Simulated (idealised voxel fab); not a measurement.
Presented below is a process module, voxel spacer lines.
Section cut is 165 nm wide and gridded with 5 nm square cells.
In this document a cross-section is written as a grid of square cells. It is given as a series of bands, listed from the top down, and a band is one or more rows of cells.
First you get the band's top height and its bottom height, in nm, and then the materials it's made of, left to right, with each width in nm. If you see a single material with "throughout", that one covers the band edge to edge. "blank" is empty space.
For the purposes of this specification, 0 denotes the height below which the wafer in its as-received condition is composed wholly of one material, and the lowermost band, lacking a lower limit, extends downward without end, as expressed in "z 0 and below".
Read "30->40" as a graded width: first number on top, second number at the bottom, same change between each pair of neighbouring rows.
Basically "nothing different" means that step didn't change any cell in the cross-section.
"Closed internal cavities" lists enclosed empty spaces (at least 8 cells, no open path upward to the top), each as width x height at distance from the left edge, in nm.
Heads up: the bit after the settings on a step's line is the simulator's remark on that step.
The setting "overlay nm" may be written on the line of a step. When the step uses a mask, the value reports how far to the right of the planned place the mask lay, and a negative value reports that it lay to the left.

THESE ARE THE STEPS WE PLANNED FOR THE PROCESS
- 1: RECEIVE: material Si
- 2: CONFORMAL_DEP: material SiO2, thk nm 5
- 3: DIRECTIONAL_DEP: material W, thk nm 20
- 4: DIRECTIONAL_DEP: material polySi, thk nm 30
- 5: PATTERN: tone cover, mask id MANDREL, material resist, width nm 20, pitch nm 60, thk nm 40, overlay nm 0
- 6: DIRECTIONAL_ETCH: etch materials polySi, depth nm 30
- 7: STRIP: etch materials resist
- 8: CONFORMAL_DEP: material SiN, thk nm 10
- 9: DIRECTIONAL_ETCH: etch materials SiN, depth nm 10
- 10: STRIP: etch materials polySi
- 11: DIRECTIONAL_ETCH: etch materials W, depth nm 20
- 12: STRIP: etch materials SiN

AS-RECEIVED WAFER CROSS-SECTION (AFTER STEP 1)
* z 0 and below | Si throughout
* Closed internal cavities: none

CROSS-SECTIONAL IMAGE OF THE FIRST OF TWO WAFERS AT THE END OF THE MODULE, THE RUN HAVING PROCEEDED AS PLANNED
* z 25 to 5 | blank 30 nm | W 10 nm | blank 20 nm | W 10 nm | blank 20 nm | W 10 nm | blank 20 nm | W 10 nm | blank 35 nm
* z 5 to 0 | SiO2 throughout
* z 0 and below | Si throughout
* Closed internal cavities: none

SECOND WAFER OF THE TWO, SECTIONED AT THE END OF THE MODULE. IT BEGAN LIKE THE FIRST AND FOLLOWED THE SAME PLAN, BUT ONE MISTAKE WAS MADE WHILE RUNNING IT
* z 25 to 5 | blank 25 nm | W 10 nm | blank 30 nm | W 10 nm | blank 10 nm | W 10 nm | blank 30 nm | W 10 nm | blank 30 nm
* z 5 to 0 | SiO2 throughout
* z 0 and below | Si throughout
* Closed internal cavities: none
Error vs. plan: for step 5, the planned setting was not used; the step was instead run as PATTERN: tone cover, mask id MANDREL, material resist, width nm 30, pitch nm 60, thk nm 40, overlay nm 0
Cell counts per material: same on both final wafers. Positions: different.
